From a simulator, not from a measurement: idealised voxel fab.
This is a process module. Its name is voxel transistor to metal.
Square cell edge 5 nm, section width 145 nm, ID cut.
The cross-sections in this document take the form of a grid made of square cells. They are written out as bands, in order from top to bottom. Each band consists of one or more rows of cells. The entry gives the band's vertical extent as a top height and a bottom height in nm, then its horizontal make-up as materials from left to right, each with a width in nm. "empty" stands for empty space; a single material marked "full width" fills the band edge to edge. Convention: height 0 is the level below which the wafer, as received, is all one material. The lowest band does not terminate at the bottom but continues downward, represented as "0 -> down". Read "30..40" as a graded width: first number on top, second number at the bottom, same change between each pair of neighbouring rows. When a step is marked "no modifications", none of the cells in the cross-section changed during that step. Voids not open to the top, 8 cells minimum: see "Enclosed empty spaces". Written width x height at distance; distance is from the left edge; nm. Whatever follows a step's settings on its line is a remark the simulator itself makes about that step. A step line may carry the setting "overlay nm", which, for steps involving a mask, states the distance by which the mask lay to the right of its intended position; negative values denote displacement to the left.
# The process steps that were planned are listed below
1: op RECEIVE | material Si
2: op OXIDIZE | depth nm 5
3: op CONFORMAL_DEP | material SiN | thk nm 10
4: op PATTERN | tone cover | mask id ACTIVE | material resist | width nm 85 | thk nm 15 | overlay nm 0
5: op DIRECTIONAL_ETCH | etch materials SiN | depth nm 10
6: op DIRECTIONAL_ETCH | etch materials SiO2 | depth nm 5
7: op DIRECTIONAL_ETCH | etch materials Si | depth nm 25
8: op STRIP | etch materials resist
9: op FILL_DEP | material SiO2 | thk nm 5
10: op CMP | height nm 10
11: op SELECTIVE_ETCH | etch materials SiO2 | depth nm 5
12: op STRIP | etch materials SiN
13: op SELECTIVE_ETCH | etch materials SiO2 | depth nm 5
14: op OXIDIZE | depth nm 5
15: op DIRECTIONAL_DEP | material polySi | thk nm 25
16: op DIRECTIONAL_DEP | material SiCN | thk nm 15
17: op MASKED_ETCH | tone cover | mask id GATE | width nm 15 | etch materials SiCN | depth nm 25 | overlay nm 0
18: op MASKED_ETCH | tone cover | mask id GATE | width nm 15 | etch materials polySi | depth nm 35 | overlay nm 0
19: op CONFORMAL_DEP | material SiO2 | thk nm 5
20: op DIRECTIONAL_ETCH | etch materials SiO2 | depth nm 5
21: op CONFORMAL_DEP | material SiN | thk nm 10
22: op DIRECTIONAL_ETCH | etch materials SiN | depth nm 10
23: op DIRECTIONAL_ETCH | etch materials SiO2 | depth nm 5
24: op DIRECTIONAL_ETCH | etch materials Si | depth nm 5
25: op EPI | material SiGe | thk nm 5
26: op FILL_DEP | material SiO2 | thk nm 10
27: op CMP | height nm 35
28: op DIRECTIONAL_DEP | material SiO2 | thk nm 15
29: op PATTERN | tone open | mask id CONTACT | material resist | width nm 25 | pitch nm 50 | thk nm 15 | overlay nm 0
30: op DIRECTIONAL_ETCH | etch materials SiO2 | depth nm 55
31: op STRIP | etch materials resist
32: op CONFORMAL_DEP | material TiN | thk nm 5
33: op FILL_DEP | material W | thk nm 5
34: op CMP | height nm 50
35: op DIRECTIONAL_DEP | material TiN | thk nm 5
36: op DIRECTIONAL_DEP | material W | thk nm 25
37: op MASKED_ETCH | tone cover | mask id METAL_1 | width nm 15 | pitch nm 60 | etch materials W | depth nm 25 | overlay nm 0
38: op MASKED_ETCH | tone cover | mask id METAL_1 | width nm 15 | pitch nm 60 | etch materials TiN | depth nm 5 | overlay nm 0
39: op CONFORMAL_DEP | material SiCN | thk nm 5
40: op FILL_DEP | material SiO2 | thk nm 10
41: op CMP | height nm 80
42: op CONFORMAL_DEP | material SiCN | thk nm 5
# as received, after step 1
  0 -> down | Si full width
  Enclosed empty spaces: none
# Result of the module, cross-sectioned: start per above, plan per above, one error in how it was run
  85 -> 80 | SiCN full width
  80 -> 55 | SiO2: 30 / SiCN: 5 / W: 15 / SiCN: 5 / SiO2: 35 / SiCN: 5 / W: 15 / SiCN: 5 / SiO2: 30
  55 -> 50 | SiCN: 35 / TiN: 15 / SiCN: 45 / TiN: 15 / SiCN: 35
  50 -> 40 | SiO2: 35 / TiN: 5 / W: 15 / TiN: 5 / SiO2: 25 / TiN: 5 / W: 15 / TiN: 5 / SiO2: 35
  40 -> 35 | SiO2: 35 / TiN: 5 / W: 5 / TiN: 15 / SiO2: 25 / TiN: 15 / W: 5 / TiN: 5 / SiO2: 35
  35 -> 30 | SiO2: 35 / TiN: 15 / SiN: 10 / SiO2: 5 / SiCN: 15 / SiO2: 5 / SiN: 10 / TiN: 15 / SiO2: 35
  30 -> 25 | SiCN: 25 / SiO2: 5 / SiN: 10 / TiN: 10 / SiN: 10 / SiO2: 5 / SiCN: 15 / SiO2: 5 / SiN: 10 / TiN: 10 / SiN: 10 / SiO2: 5 / SiCN: 25
  25 -> 20 | polySi: 25 / SiCN: 95 / polySi: 25
  20 -> 0 | polySi full width
  0 -> -5 | SiO2: 25 / polySi: 95 / SiO2: 25
  -5 -> -10 | SiO2 full width
  -10 -> -30 | SiO2: 30 / Si: 85 / SiO2: 30
  -30 -> down | Si full width
  Enclosed empty spaces: none
The mistake made against the process plan was this: regarding the plan, step 16 was run twice
